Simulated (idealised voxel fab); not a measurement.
This section sets out a process module, namely voxel local oxidation.
FYI the section here is cut, 185 nm wide, cells are 5 nm squares.
Cross-section layout: square cells on a grid; listed as bands, top to bottom; a band spans one or more cell rows. The band entry comprises the height of the band's top followed by the height of its bottom, expressed in nm, and subsequently the band's materials from left to right, each stated together with its width in nm. Where a single material is marked with the word "everywhere", that material fills the band from edge to edge. The word "blank" represents empty space. For the purposes of this specification, 0 denotes the height below which the wafer in its as-received condition is composed wholly of one material, and the lowermost band, lacking a lower limit, extends downward without end, as expressed in "0 and below". Width spec "30->40" -> top row of cells at first value, bottom row at second value, equal per-row change in between. Any step labelled "left unchanged" changed none of the cells in the cross-section. "Sealed voids" contains a list of empty spaces, each no smaller than 8 cells and without an open way to the top, written in the form width x height at distance with the distance from the left edge and all three in nm. On each step's line, the part that comes after the settings is the simulator's own comment on the step. overlay nm: where the mask lay relative to plan, measured to the right, on steps with a mask; negatives go left.
## Planned process steps
step 1: RECEIVE: material Si
step 2: OXIDIZE: depth nm 5
step 3: CONFORMAL_DEP: material SiN, thk nm 15
step 4: PATTERN: tone cover, mask id ACTIVE, material resist, width nm 105, thk nm 20, overlay nm -15
step 5: DIRECTIONAL_ETCH: etch materials SiN, depth nm 15
step 6: STRIP: etch materials resist
step 7: SELECTIVE_ETCH: etch materials SiO2, depth nm 5
step 8: OXIDIZE: depth nm 10
step 9: STRIP: etch materials SiN
For clarity, it should be stated that the wafers under discussion commence in an identical condition and differ with respect to the overlay nm of step 4, the plan indicating the value that the first wafer had.
## The first of several wafers as received, shown in cross-section; this is its state after step 1
0 and below = Si everywhere
Sealed voids: none
## Every row in this table is a wafer at the end of the module, and it gives, for each of the materials, the cells that wafer has gained (+) or lost (-) since it was received, then its closed voids
overlay nm -15, -81 Si, +63 SiO2, Sealed voids: none
overlay nm -10, -81 Si, +63 SiO2, Sealed voids: none
overlay nm -5, -81 Si, +63 SiO2, Sealed voids: none
overlay nm 0, -81 Si, +63 SiO2, Sealed voids: none
overlay nm 5, -81 Si, +63 SiO2, Sealed voids: none
overlay nm 10, -81 Si, +63 SiO2, Sealed voids: none
overlay nm 15, -81 Si, +63 SiO2, Sealed voids: none
